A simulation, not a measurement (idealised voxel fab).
Presented below is a process module, voxel capacitor over wiring.
Square cell edge 5 nm, section width 270 nm, ID cut.
Heads up, the way a cross-section reads in here is a grid of square cells, handed over as bands from the top down, with every band being one or more rows of cells. In this notation a band is specified by the heights of its top and bottom, in that order and in nm, after which its materials appear from left to right, each paired with its width in nm. The word "edge to edge" attached to a single material means that material fills the band from edge to edge; the word "blank" stands for empty space. We count height from 0. Below that, the starting wafer is all one material. The lowest band never ends at the bottom but goes on down; see "0 and below" for how that is written. A two-number width, for instance "30..40", indicates that the width is equal to the first number in the top row of the band and to the second number in the bottom row, and that it changes by a constant amount per row of cells. "no modification" (step): cross-section cells unchanged, all of them. "Closed void list" contains a list of empty spaces, each no smaller than 8 cells and without an open way to the top, written in the form width x height at distance with the distance from the left edge and all three in nm. after a step's settings: what the simulator itself notes on the step. overlay nm, on a step with a mask: how far to the right of its planned place the mask lay; to the left if negative.
PROCESS STEPS (PLANNED)
1) RECEIVE | material Si
2) CONFORMAL_DEP | material SiO2 | thk nm 15
3) CONFORMAL_DEP | material SiCN | thk nm 5
4) DIRECTIONAL_DEP | material SiO2 | thk nm 25
5) MASKED_ETCH | tone open | mask id METAL_1 | width nm 20 | pitch nm 90 | etch materials SiO2 | depth nm 25 | overlay nm 0
6) MASKED_ETCH | tone open | mask id METAL_1 | width nm 20 | pitch nm 90 | etch materials SiCN | depth nm 5 | overlay nm 0
7) CONFORMAL_DEP | material TiN | thk nm 5
8) FILL_DEP | material Cu | thk nm 10
9) CMP | height nm 45
10) EPI | material Ru | thk nm 5
11) FILL_DEP | material SiCN | thk nm 5
12) DIRECTIONAL_DEP | material lowk | thk nm 10
13) MASKED_ETCH | tone open | mask id PLUG_1 | width nm 15 | etch materials lowk | depth nm 10 | overlay nm 0
14) MASKED_ETCH | tone open | mask id PLUG_1 | width nm 15 | etch materials SiCN | depth nm 5 | overlay nm 0
15) CONFORMAL_DEP | material TiN | thk nm 5
16) FILL_DEP | material W | thk nm 10
17) CMP | height nm 65
18) DIRECTIONAL_DEP | material TiN | thk nm 5
19) DIRECTIONAL_DEP | material HfO2 | thk nm 5
20) DIRECTIONAL_DEP | material TiN | thk nm 10
21) MASKED_ETCH | tone cover | mask id UPPER_PLATE | width nm 75 | etch materials TiN | depth nm 10 | overlay nm 0
22) MASKED_ETCH | tone cover | mask id UPPER_PLATE | width nm 75 | etch materials HfO2 | depth nm 5 | overlay nm 0
23) MASKED_ETCH | tone cover | mask id LOWER_PLATE | width nm 85 | etch materials TiN | depth nm 5 | overlay nm 0
24) FILL_DEP | material SiO2 | thk nm 20
25) CMP | height nm 100
26) MASKED_ETCH | tone open | mask id PLUG_2 | width nm 15 | etch materials SiO2 | depth nm 15 | overlay nm 0
27) CONFORMAL_DEP | material TiN | thk nm 5
28) FILL_DEP | material W | thk nm 10
29) CMP | height nm 100
30) CONFORMAL_DEP | material SiCN | thk nm 5
AS RECEIVED, AFTER STEP 1
    0 and below  Si edge to edge
    Closed void list: none
AS-PLANNED RUN: CROSS-SECTION OF THE FIRST OF TWO WAFERS AT END OF MODULE
    105 down to 100  SiCN edge to edge
    100 down to 90  SiO2=95; TiN=5; W=5; TiN=5; SiO2=160
    90 down to 85  SiO2=95; TiN=15; SiO2=160
    85 down to 75  SiO2=85; TiN=75; SiO2=110
    75 down to 70  SiO2=85; HfO2=75; SiO2=110
    70 down to 65  SiO2=80; TiN=85; SiO2=105
    65 down to 55  lowk=85; TiN=5; W=5; TiN=5; lowk=170
    55 down to 50  SiCN=85; TiN=15; SiCN=170
    50 down to 45  SiCN=75; Ru=30; SiCN=60; Ru=30; SiCN=75
    45 down to 20  SiO2=80; TiN=5; Cu=10; TiN=5; SiO2=70; TiN=5; Cu=10; TiN=5; SiO2=80
    20 down to 15  SiCN=80; TiN=20; SiCN=70; TiN=20; SiCN=80
    15 down to 0  SiO2 edge to edge
    0 and below  Si edge to edge
    Closed void list: none
CROSS-SECTION, SECOND WAFER: SAME START AS THE FIRST, SAME PLAN AS THE FIRST, ONE MISTAKE IN RUNNING IT; TAKEN AT THE END OF THE MODULE
    105 down to 100  SiCN edge to edge
    100 down to 90  W=90; TiN=5; SiO2=15; TiN=5; W=155
    90 down to 85  TiN=95; SiO2=15; TiN=160
    85 down to 75  SiO2=85; TiN=75; SiO2=110
    75 down to 70  SiO2=85; HfO2=75; SiO2=110
    70 down to 65  SiO2=80; TiN=85; SiO2=105
    65 down to 55  lowk=85; TiN=5; W=5; TiN=5; lowk=170
    55 down to 50  SiCN=85; TiN=15; SiCN=170
    50 down to 45  SiCN=75; Ru=30; SiCN=60; Ru=30; SiCN=75
    45 down to 20  SiO2=80; TiN=5; Cu=10; TiN=5; SiO2=70; TiN=5; Cu=10; TiN=5; SiO2=80
    20 down to 15  SiCN=80; TiN=20; SiCN=70; TiN=20; SiCN=80
    15 down to 0  SiO2 edge to edge
    0 and below  Si edge to edge
    Closed void list: none
Against the plan, the run slipped here: the process deviated at step 26: the operation and settings actually run there were MASKED_ETCH | tone cover | mask id PLUG_2 | width nm 15 | etch materials SiO2 | depth nm 15 | overlay nm 0
Per the end-of-run cell counts, the second wafer holds more or fewer of some materials than the first: 144 fewer of SiO2 | 48 more of TiN | 96 more of W
